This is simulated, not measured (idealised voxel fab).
Process module in this document: voxel released beams
185 nm wide, 5 nm square cells: that's cross-section cut.
A cross-section is a grid of square cells, given in bands from the top down. A band is one or more rows of cells. The band entry comprises the height of the band's top followed by the height of its bottom, expressed in nm, and subsequently the band's materials from left to right, each stated together with its width in nm. Where a single material is marked with the word "edge to edge", that material fills the band from edge to edge. The word "blank" represents empty space. The level at which height equals 0 is the one under which the wafer, as it arrives, is entirely one material. No lower edge exists for the bottom band, which continues downward and is notated as in "z 0 and below". Width: "30->40" (first number = top row, second number = bottom row, same change from row to row of cells). Reading "stayed the same" for a step: not a cell of the cross-section changed in it. "Enclosed empty spaces" - sealed voids, min. 8 cells, no opening to top; format: width x height at distance (distance from left edge; nm throughout). Formally, on a step line, whatever follows the settings is a remark that the simulator itself makes on the step. When a step includes a mask, the "overlay nm" setting on its line states how far to the right of its planned place that mask lay, and negative values state how far to the left.

[Intended process steps]
| 1 | RECEIVE [material Si] |
| 2 | CONFORMAL_DEP [material Al2O3] [thk nm 5] |
| 3 | DIRECTIONAL_DEP [material SiO2] [thk nm 10] |
| 4 | DIRECTIONAL_DEP [material aC] [thk nm 10] |
| 5 | PATTERN [tone open] [mask id ANCHOR] [material resist] [width nm 35] [thk nm 30] [overlay nm 0] |
| 6 | DIRECTIONAL_ETCH [etch materials aC] [depth nm 10] |
| 7 | STRIP [etch materials resist] |
| 8 | DIRECTIONAL_ETCH [etch materials SiO2] [depth nm 10] |
| 9 | STRIP [etch materials aC] |
| 10 | CONFORMAL_DEP [material polySi] [thk nm 10] |
| 11 | MASKED_ETCH [tone cover] [mask id BEAM] [width nm 95] [etch materials polySi] [depth nm 10] [overlay nm 0] |
| 12 | STRIP [etch materials SiO2] |

[This is the cross-section of the wafer as we received it, i.e. after step 1]
  z 0 and below | Si edge to edge
  Enclosed empty spaces: none

[First wafer of two, sectioned at end of module; run went per plan]
  z 25 to 15 | blank=40 | polySi=15 | blank=15 | polySi=65 | blank=50
  z 15 to 5 | blank=45 | polySi=35 | blank=105
  z 5 to 0 | Al2O3 edge to edge
  z 0 and below | Si edge to edge
  Enclosed empty spaces: none

[Cross-sectional image of the second wafer of the two following completion of the module. Starting state and process plan were the same as for the first wafer; one execution error occurred]
  z 25 to 15 | blank=40 | polySi=50 | blank=95
  z 15 to 5 | blank=35 | polySi=10 | SiO2=35 | polySi=55 | blank=50
  z 5 to 0 | Al2O3 edge to edge
  z 0 and below | Si edge to edge
  Enclosed empty spaces: none
Where did the run depart from the plan? it should be noted that step 5 was executed with settings other than those planned, the operation and settings actually applied being PATTERN [tone cover] [mask id ANCHOR] [material resist] [width nm 35] [thk nm 30] [overlay nm 0]
In the final state, the cell counts of the second wafer exceed or fall short of those of the first for the following materials: SiO2 +14
